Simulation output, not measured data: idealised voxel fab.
process module | voxel fin reveal
cross-section cut | 250 nm wide | cells 5 nm
A cross-section is a grid of square cells, given in bands from the top down. A band is one or more rows of cells.
Each band's line starts with the height of the band's top and of its bottom, in nm. Then come its materials from left to right, each with its width in nm. One material with "throughout" fills the band from edge to edge. "air" is empty space.
Height 0 is the level under which the wafer as received is all one material. The lowest band goes on downwards, as in "0 down".
A width such as "30 to 40" changes by the same amount from each row of cells to the next, from the band's top row to its bottom row.
"no change" after a step means that no cell of the cross-section changed.
closed voids: empty space of 8 cells or more with no open way to the top, each as width x height at its distance from the left edge, in nm
after a step's settings: what the simulator itself notes on the step
overlay nm, on a step with a mask: how far to the right of its planned place the mask lay; to the left if negative
plan
1 op RECEIVE | material Si
2 op CONFORMAL_DEP | material SiN | thk nm 5
3 op PATTERN | tone cover | mask id FINS | material resist | width nm 15 | pitch nm 45 | thk nm 20 | overlay nm -15
4 op DIRECTIONAL_ETCH | etch materials SiN | depth nm 5
5 op DIRECTIONAL_ETCH | etch materials Si | depth nm 35
6 op STRIP | etch materials resist
7 op FILL_DEP | material SiO2 | thk nm 5
8 op CMP | height nm 5
9 op SELECTIVE_ETCH | etch materials SiO2 | depth nm 15
10 op STRIP | etch materials SiN
11 op CONFORMAL_DEP | material HfO2 | thk nm 5
varied across the wafers: overlay nm of step 3. The plan shows the first wafer's value. All wafers start alike
first wafer as received, after step 1
  0 down: Si throughout
  closed voids: none
each wafer at the end: cells of each material gained (+) or lost (-) since it was received, then its closed voids
overlay nm -15 | +66 HfO2 | -266 Si | +190 SiO2 | closed voids: none
overlay nm -10 | +66 HfO2 | -266 Si | +190 SiO2 | closed voids: none
overlay nm -5 | +66 HfO2 | -266 Si | +190 SiO2 | closed voids: none
overlay nm 0 | +66 HfO2 | -266 Si | +190 SiO2 | closed voids: none
overlay nm 5 | +66 HfO2 | -266 Si | +190 SiO2 | closed voids: none
overlay nm 10 | +66 HfO2 | -266 Si | +190 SiO2 | closed voids: none
overlay nm 15 | +66 HfO2 | -266 Si | +190 SiO2 | closed voids: none
